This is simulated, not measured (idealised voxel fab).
process module | voxel wiring stack
cross-section cut | 235 nm wide | cells 5 nm
A cross-section is a grid of square cells, given in bands from the top down. A band is one or more rows of cells.
Each band's line starts with the height of the band's top and of its bottom, in nm. Then come its materials from left to right, each with its width in nm. One material with "throughout" fills the band from edge to edge. "air" is empty space.
Height 0 is the level under which the wafer as received is all one material. The lowest band goes on downwards, as in "0 down".
A width such as "30 to 40" changes by the same amount from each row of cells to the next, from the band's top row to its bottom row.
"no change" after a step means that no cell of the cross-section changed.
closed voids: empty space of 8 cells or more with no open way to the top, each as width x height at its distance from the left edge, in nm
after a step's settings: what the simulator itself notes on the step
overlay nm, on a step with a mask: how far to the right of its planned place the mask lay; to the left if negative
plan
1 op RECEIVE | material Si
2 op CONFORMAL_DEP | material SiO2 | thk nm 15
3 op DIRECTIONAL_DEP | material TiN | thk nm 5
4 op DIRECTIONAL_DEP | material W | thk nm 25
5 op DIRECTIONAL_DEP | material aC | thk nm 15
6 op PATTERN | tone cover | mask id METAL_1 | material resist | width nm 25 | pitch nm 45 | thk nm 35 | overlay nm 0
7 op DIRECTIONAL_ETCH | etch materials aC | depth nm 15
8 op STRIP | etch materials resist
9 op DIRECTIONAL_ETCH | etch materials W | depth nm 25
10 op DIRECTIONAL_ETCH | etch materials TiN | depth nm 5
11 op STRIP | etch materials aC
12 op CONFORMAL_DEP | material SiCN | thk nm 5
13 op FILL_DEP | material lowk | thk nm 10
14 op CMP | height nm 45
15 op CONFORMAL_DEP | material SiCN | thk nm 5
16 op DIRECTIONAL_DEP | material SiO2 | thk nm 30
17 op DIRECTIONAL_DEP | material aC | thk nm 15
18 op PATTERN | tone open | mask id METAL_2 | material resist | width nm 25 | pitch nm 45 | thk nm 35 | overlay nm 0
19 op DIRECTIONAL_ETCH | etch materials aC | depth nm 15
20 op STRIP | etch materials resist
21 op DIRECTIONAL_ETCH | etch materials SiO2 | depth nm 15
22 op STRIP | etch materials aC
23 op MASKED_ETCH | tone open | mask id METAL_2_HOLES | width nm 15 | pitch nm 45 | etch materials SiO2 | depth nm 15 | overlay nm 0
24 op MASKED_ETCH | tone open | mask id METAL_2_HOLES | width nm 15 | pitch nm 45 | etch materials SiCN | depth nm 5 | overlay nm 0
25 op CONFORMAL_DEP | material TiN | thk nm 5
26 op FILL_DEP | material Cu | thk nm 10
27 op CMP | height nm 80
28 op CONFORMAL_DEP | material SiCN | thk nm 5
29 op DIRECTIONAL_DEP | material SiO2 | thk nm 25
30 op PATTERN | tone open | mask id METAL_3 | material resist | width nm 25 | pitch nm 45 | thk nm 15 | overlay nm 0
31 op DIRECTIONAL_ETCH | etch materials SiO2 | depth nm 15
32 op STRIP | etch materials resist
33 op MASKED_ETCH | tone open | mask id METAL_3_HOLES | width nm 15 | pitch nm 90 | etch materials SiO2 | depth nm 10 | overlay nm 0
34 op MASKED_ETCH | tone open | mask id METAL_3_HOLES | width nm 15 | pitch nm 90 | etch materials SiCN | depth nm 5 | overlay nm 0
35 op CONFORMAL_DEP | material TiN | thk nm 5
36 op FILL_DEP | material Cu | thk nm 10
37 op CMP | height nm 110
38 op CONFORMAL_DEP | material SiCN | thk nm 5
as received, after step 1
  0 down: Si throughout
  closed voids: none
a wafer at the end: this start, this plan, one mistake
  115 to 110: SiCN throughout
  110 to 105: Cu throughout
  105 to 100: TiN 65 | Cu 15 | TiN 30 | Cu 15 | TiN 30 | Cu 15 | TiN 65
  100 to 90: SiO2 60 | TiN 5 | Cu 15 | TiN 5 | SiO2 20 | TiN 5 | Cu 15 | TiN 5 | SiO2 20 | TiN 5 | Cu 15 | TiN 5 | SiO2 60
  90 to 85: SiO2 60 | TiN 5 | Cu 5 | TiN 15 | SiO2 20 | TiN 25 | SiO2 20 | TiN 5 | Cu 5 | TiN 15 | SiO2 60
  85 to 80: SiCN 60 | TiN 15 | SiCN 75 | TiN 15 | SiCN 70
  80 to 70: SiO2 60 | TiN 5 | Cu 15 | TiN 5 | SiO2 20 | TiN 5 | Cu 15 | TiN 5 | SiO2 20 | TiN 5 | Cu 15 | TiN 5 | SiO2 60
  70 to 65: SiO2 60 | TiN 5 | Cu 5 | TiN 15 | SiO2 20 | TiN 5 | Cu 5 | TiN 15 | SiO2 20 | TiN 5 | Cu 5 | TiN 15 | SiO2 60
  65 to 50: SiO2 60 | TiN 5 | Cu 5 | TiN 5 | SiO2 30 | TiN 5 | Cu 5 | TiN 5 | SiO2 30 | TiN 5 | Cu 5 | TiN 5 | SiO2 70
  50 to 45: SiCN 60 | TiN 15 | SiCN 30 | TiN 15 | SiCN 30 | TiN 15 | SiCN 70
  45 to 20: lowk 55 | SiCN 5 | W 25 | SiCN 5 | lowk 10 | SiCN 5 | W 25 | SiCN 5 | lowk 10 | SiCN 5 | W 25 | SiCN 5 | lowk 55
  20 to 15: SiCN 60 | TiN 25 | SiCN 20 | TiN 25 | SiCN 20 | TiN 25 | SiCN 60
  15 to 0: SiO2 throughout
  0 down: Si throughout
  closed voids: none
what went wrong: step 29 ran as: op DIRECTIONAL_DEP | material SiO2 | thk nm 15
